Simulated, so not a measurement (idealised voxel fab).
process module | voxel capacitor over wiring
cross-section cut | 235 nm wide | cells 5 nm
A cross-section is a grid of square cells, given in bands from the top down. A band is one or more rows of cells.
Each band's line starts with the height of the band's top and of its bottom, in nm. Then come its materials from left to right, each with its width in nm. One material with "throughout" fills the band from edge to edge. "air" is empty space.
Height 0 is the level under which the wafer as received is all one material. The lowest band goes on downwards, as in "0 down".
A width such as "30 to 40" changes by the same amount from each row of cells to the next, from the band's top row to its bottom row.
"no change" after a step means that no cell of the cross-section changed.
closed voids: empty space of 8 cells or more with no open way to the top, each as width x height at its distance from the left edge, in nm
after a step's settings: what the simulator itself notes on the step
overlay nm, on a step with a mask: how far to the right of its planned place the mask lay; to the left if negative
plan
1 op RECEIVE | material Si
2 op CONFORMAL_DEP | material SiO2 | thk nm 10
3 op DIRECTIONAL_DEP | material TiN | thk nm 5
4 op DIRECTIONAL_DEP | material Ru | thk nm 25
5 op DIRECTIONAL_DEP | material aC | thk nm 10
6 op PATTERN | tone cover | mask id METAL_1 | material resist | width nm 30 | pitch nm 80 | thk nm 25 | overlay nm 0
7 op DIRECTIONAL_ETCH | etch materials aC | depth nm 10
8 op STRIP | etch materials resist
9 op DIRECTIONAL_ETCH | etch materials Ru | depth nm 25
10 op DIRECTIONAL_ETCH | etch materials TiN | depth nm 5
11 op STRIP | etch materials aC
12 op CONFORMAL_DEP | material SiCN | thk nm 5
13 op FILL_DEP | material lowk | thk nm 10
14 op CMP | height nm 40
15 op CONFORMAL_DEP | material SiCN | thk nm 5
16 op DIRECTIONAL_DEP | material lowk | thk nm 10
17 op MASKED_ETCH | tone open | mask id PLUG_1 | width nm 15 | etch materials lowk | depth nm 10 | overlay nm 0
18 op MASKED_ETCH | tone open | mask id PLUG_1 | width nm 15 | etch materials SiCN | depth nm 5 | overlay nm 0
19 op CONFORMAL_DEP | material TiN | thk nm 5
20 op FILL_DEP | material Cu | thk nm 10
21 op CMP | height nm 55
22 op DIRECTIONAL_DEP | material TiN | thk nm 10
23 op DIRECTIONAL_DEP | material Al2O3 | thk nm 5
24 op DIRECTIONAL_DEP | material TiN | thk nm 5
25 op PATTERN | tone cover | mask id UPPER_PLATE | material resist | width nm 55 | thk nm 15 | overlay nm 0
26 op DIRECTIONAL_ETCH | etch materials TiN | depth nm 5
27 op DIRECTIONAL_ETCH | etch materials Al2O3 | depth nm 5
28 op STRIP | etch materials resist
29 op MASKED_ETCH | tone cover | mask id LOWER_PLATE | width nm 65 | etch materials TiN | depth nm 10 | overlay nm 0
30 op FILL_DEP | material SiO2 | thk nm 15
31 op CMP | height nm 85
32 op PATTERN | tone open | mask id PLUG_2 | material resist | width nm 15 | thk nm 20 | overlay nm 0
33 op DIRECTIONAL_ETCH | etch materials SiO2 | depth nm 10
34 op STRIP | etch materials resist
35 op CONFORMAL_DEP | material TiN | thk nm 5
36 op FILL_DEP | material Cu | thk nm 10
37 op CMP | height nm 85
38 op CONFORMAL_DEP | material SiN | thk nm 5
first wafer, as planned
as received, after step 1
  0 down: Si throughout
  closed voids: none
after step 2
  10 to 0: SiO2 throughout
  below 0: unchanged
after step 3
  15 to 10: TiN throughout
  below 10: unchanged
after step 4
  40 to 15: Ru throughout
  below 15: unchanged
after step 5
  50 to 40: aC throughout
  below 40: unchanged
after step 6
  75 to 50: air 60 | resist 30 | air 50 | resist 30 | air 65
  below 50: unchanged
after step 7
  65 to 50: air 60 | resist 30 | air 50 | resist 30 | air 65
  50 to 40: air 60 | aC 30 | air 50 | aC 30 | air 65
  below 40: unchanged
after step 8
  50 to 40: air 60 | aC 30 | air 50 | aC 30 | air 65
  below 40: unchanged
after step 9
  50 to 40: air 60 | aC 30 | air 50 | aC 30 | air 65
  40 to 15: air 60 | Ru 30 | air 50 | Ru 30 | air 65
  below 15: unchanged
after step 10
  50 to 40: air 60 | aC 30 | air 50 | aC 30 | air 65
  40 to 15: air 60 | Ru 30 | air 50 | Ru 30 | air 65
  15 to 10: air 60 | TiN 30 | air 50 | TiN 30 | air 65
  below 10: unchanged
after step 11
  40 to 15: air 60 | Ru 30 | air 50 | Ru 30 | air 65
  below 15: unchanged
after step 12
  45 to 40: air 55 | SiCN 40 | air 40 | SiCN 40 | air 60
  40 to 15: air 55 | SiCN 5 | Ru 30 | SiCN 5 | air 40 | SiCN 5 | Ru 30 | SiCN 5 | air 60
  15 to 10: SiCN 60 | TiN 30 | SiCN 50 | TiN 30 | SiCN 65
  below 10: unchanged
after step 13
  55 to 45: lowk throughout
  45 to 40: lowk 55 | SiCN 40 | lowk 40 | SiCN 40 | lowk 60
  40 to 15: lowk 55 | SiCN 5 | Ru 30 | SiCN 5 | lowk 40 | SiCN 5 | Ru 30 | SiCN 5 | lowk 60
  below 15: unchanged
after step 14
  40 to 15: lowk 55 | SiCN 5 | Ru 30 | SiCN 5 | lowk 40 | SiCN 5 | Ru 30 | SiCN 5 | lowk 60
  below 15: unchanged
after step 15
  45 to 40: SiCN throughout
  below 40: unchanged
after step 16
  55 to 45: lowk throughout
  below 45: unchanged
after step 17
  55 to 45: lowk 75 | air 15 | lowk 145
  below 45: unchanged
after step 18
  55 to 45: lowk 75 | air 15 | lowk 145
  45 to 40: SiCN 75 | air 15 | SiCN 145
  below 40: unchanged
after step 19
  60 to 55: TiN 80 | air 5 | TiN 150
  55 to 45: lowk 75 | TiN 5 | air 5 | TiN 5 | lowk 145
  45 to 40: SiCN 75 | TiN 15 | SiCN 145
  below 40: unchanged
after step 20
  70 to 60: Cu throughout
  60 to 55: TiN 80 | Cu 5 | TiN 150
  55 to 45: lowk 75 | TiN 5 | Cu 5 | TiN 5 | lowk 145
  below 45: unchanged
after step 21
  55 to 45: lowk 75 | TiN 5 | Cu 5 | TiN 5 | lowk 145
  below 45: unchanged
after step 22
  65 to 55: TiN throughout
  below 55: unchanged
after step 23
  70 to 65: Al2O3 throughout
  below 65: unchanged
after step 24
  75 to 70: TiN throughout
  below 70: unchanged
after step 25
  90 to 75: air 75 | resist 55 | air 105
  below 75: unchanged
after step 26
  90 to 75: air 75 | resist 55 | air 105
  75 to 70: air 75 | TiN 55 | air 105
  below 70: unchanged
after step 27
  90 to 75: air 75 | resist 55 | air 105
  75 to 70: air 75 | TiN 55 | air 105
  70 to 65: air 75 | Al2O3 55 | air 105
  below 65: unchanged
after step 28
  75 to 70: air 75 | TiN 55 | air 105
  below 70: unchanged
after step 29
  75 to 70: air 75 | TiN 55 | air 105
  70 to 65: air 75 | Al2O3 55 | air 105
  65 to 55: air 70 | TiN 65 | air 100
  below 55: unchanged
after step 30
  90 to 75: SiO2 throughout
  75 to 70: SiO2 75 | TiN 55 | SiO2 105
  70 to 65: SiO2 75 | Al2O3 55 | SiO2 105
  65 to 55: SiO2 70 | TiN 65 | SiO2 100
  below 55: unchanged
after step 31
  85 to 75: SiO2 throughout
  below 75: unchanged
after step 32
  105 to 85: resist 85 | air 15 | resist 135
  below 85: unchanged
after step 33
  105 to 85: resist 85 | air 15 | resist 135
  85 to 75: SiO2 85 | air 15 | SiO2 135
  below 75: unchanged
after step 34
  85 to 75: SiO2 85 | air 15 | SiO2 135
  below 75: unchanged
after step 35
  90 to 85: TiN 90 | air 5 | TiN 140
  85 to 80: SiO2 85 | TiN 5 | air 5 | TiN 5 | SiO2 135
  80 to 70: SiO2 85 to 75 | TiN 15 to 55 | SiO2 135 to 105
  below 70: unchanged
after step 36
  100 to 90: Cu throughout
  90 to 85: TiN 90 | Cu 5 | TiN 140
  85 to 80: SiO2 85 | TiN 5 | Cu 5 | TiN 5 | SiO2 135
  below 80: unchanged
after step 37
  85 to 80: SiO2 85 | TiN 5 | Cu 5 | TiN 5 | SiO2 135
  below 80: unchanged
after step 38
  90 to 85: SiN throughout
  below 85: unchanged
second wafer: like start, like plan, one mistake. Through step 19 it matches the first wafer
when step 20 should have ended
  80 to 60: Cu throughout
  60 to 55: TiN 80 | Cu 5 | TiN 150
  55 to 45: lowk 75 | TiN 5 | Cu 5 | TiN 5 | lowk 145
  below 45: unchanged
when step 21 should have ended
  55 to 45: lowk 75 | TiN 5 | Cu 5 | TiN 5 | lowk 145
  below 45: unchanged
when step 22 should have ended
  65 to 55: TiN throughout
  below 55: unchanged
when step 23 should have ended
  70 to 65: Al2O3 throughout
  below 65: unchanged
when step 24 should have ended
  75 to 70: TiN throughout
  below 70: unchanged
when step 25 should have ended
  90 to 75: air 75 | resist 55 | air 105
  below 75: unchanged
when step 26 should have ended
  90 to 75: air 75 | resist 55 | air 105
  75 to 70: air 75 | TiN 55 | air 105
  below 70: unchanged
when step 27 should have ended
  90 to 75: air 75 | resist 55 | air 105
  75 to 70: air 75 | TiN 55 | air 105
  70 to 65: air 75 | Al2O3 55 | air 105
  below 65: unchanged
when step 28 should have ended
  75 to 70: air 75 | TiN 55 | air 105
  below 70: unchanged
when step 29 should have ended
  75 to 70: air 75 | TiN 55 | air 105
  70 to 65: air 75 | Al2O3 55 | air 105
  65 to 55: air 70 | TiN 65 | air 100
  below 55: unchanged
when step 30 should have ended
  90 to 75: SiO2 throughout
  75 to 70: SiO2 75 | TiN 55 | SiO2 105
  70 to 65: SiO2 75 | Al2O3 55 | SiO2 105
  65 to 55: SiO2 70 | TiN 65 | SiO2 100
  below 55: unchanged
when step 31 should have ended
  85 to 75: SiO2 throughout
  below 75: unchanged
when step 32 should have ended
  105 to 85: resist 85 | air 15 | resist 135
  below 85: unchanged
when step 33 should have ended
  105 to 85: resist 85 | air 15 | resist 135
  85 to 75: SiO2 85 | air 15 | SiO2 135
  below 75: unchanged
when step 34 should have ended
  85 to 75: SiO2 85 | air 15 | SiO2 135
  below 75: unchanged
when step 35 should have ended
  90 to 85: TiN 90 | air 5 | TiN 140
  85 to 80: SiO2 85 | TiN 5 | air 5 | TiN 5 | SiO2 135
  80 to 70: SiO2 85 to 75 | TiN 15 to 55 | SiO2 135 to 105
  below 70: unchanged
when step 36 should have ended
  100 to 90: Cu throughout
  90 to 85: TiN 90 | Cu 5 | TiN 140
  85 to 80: SiO2 85 | TiN 5 | Cu 5 | TiN 5 | SiO2 135
  below 80: unchanged
when step 37 should have ended
  85 to 80: SiO2 85 | TiN 5 | Cu 5 | TiN 5 | SiO2 135
  below 80: unchanged
when step 38 should have ended
  90 to 85: SiN throughout
  below 85: unchanged
what went wrong: step 20 was run twice
at the end the two cross-sections are the same: no effect in what this model computes
